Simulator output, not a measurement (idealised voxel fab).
The document below concerns the process module designated voxel self aligned vias.
This is section cut - it's 235 nm across, gridded in 5 nm square cells.
For the purposes of this document, a cross-section shall be understood as a grid of square cells, specified as bands listed in top-to-bottom order, each band consisting of one or more rows of cells.
Within each band entry, the heights of the top and of the bottom of the band appear first, in that order and in nm; the materials of the band then follow from left to right, each with its corresponding width in nm. The designation "all across" on a single material indicates that it fills the band from edge to edge; the designation "air" indicates empty space.
Heights are reckoned from 0. Under this level, the received wafer is all of one material. The bottommost band is open-ended downward, for example "0 nm and below".
The two numbers in a width such as "30->40" mark its ends across the band: the first belongs to the top row of cells, the second to the bottom row, and from each row to the next the width moves by the same amount.
Take "nothing changed" at face value: in the step it is given for, the cross-section changed in none of its cells.
Look at "Sealed-off cavities" for the closed voids: empty spaces with no open path to the top, sized 8 cells or up. Each is width x height at distance, distance from the left edge, all nm.
That trailing text on a step's line, after the settings, is the simulator's own remark on the step.
For masked steps, "overlay nm" on the step line gives how far right of plan the mask actually lay; a minus sign means it lay to the left.
Planned step list for the process:
1: RECEIVE: material Si
2: CONFORMAL_DEP: material SiO2, thk nm 10
3: CONFORMAL_DEP: material SiCN, thk nm 5
4: DIRECTIONAL_DEP: material lowk, thk nm 20
5: PATTERN: tone open, mask id LINES, material resist, width nm 20, pitch nm 60, thk nm 20, overlay nm 0
6: DIRECTIONAL_ETCH: etch materials lowk, depth nm 20
7: STRIP: etch materials resist
8: CONFORMAL_DEP: material TiN, thk nm 5
9: FILL_DEP: material W, thk nm 5
10: CMP: height nm 35
11: SELECTIVE_ETCH: etch materials W Ru TiN, depth nm 10
12: FILL_DEP: material SiN, thk nm 10
13: CMP: height nm 35
14: DIRECTIONAL_DEP: material lowk, thk nm 15
15: PATTERN: tone open, mask id VIAS, material resist, width nm 40, pitch nm 60, thk nm 20, overlay nm -15
16: DIRECTIONAL_ETCH: etch materials lowk, depth nm 15
17: DIRECTIONAL_ETCH: etch materials SiN, depth nm 10
18: STRIP: etch materials resist
19: CONFORMAL_DEP: material TiN, thk nm 5
20: FILL_DEP: material W, thk nm 5
21: CMP: height nm 50
22: CONFORMAL_DEP: material SiCN, thk nm 5
Wafer-to-wafer difference: overlay nm, step 15. Common start. Plan = first wafer's value.
Cross-section: the first of several wafers in its as-received state, i.e. following step 1:
* 0 nm and below: Si all across
* Sealed-off cavities: none
Below is a per-wafer table. In it, each row describes the wafer at the end of the module by giving, for each material, the number of cells gained (+) or lost (-) since the wafer was received, and after that the closed voids of the wafer:
overlay nm -15, +94 SiCN, +6 SiN, +94 SiO2, +66 TiN, +48 W, +209 lowk, Sealed-off cavities: none
overlay nm -10, +94 SiCN, +94 SiO2, +66 TiN, +54 W, +209 lowk, Sealed-off cavities: none
overlay nm -5, +94 SiCN, +94 SiO2, +66 TiN, +54 W, +209 lowk, Sealed-off cavities: none
overlay nm 0, +94 SiCN, +94 SiO2, +66 TiN, +54 W, +209 lowk, Sealed-off cavities: none
overlay nm 5, +94 SiCN, +94 SiO2, +66 TiN, +54 W, +209 lowk, Sealed-off cavities: none
overlay nm 10, +94 SiCN, +94 SiO2, +66 TiN, +54 W, +209 lowk, Sealed-off cavities: none
overlay nm 15, +94 SiCN, +6 SiN, +94 SiO2, +66 TiN, +48 W, +209 lowk, Sealed-off cavities: none
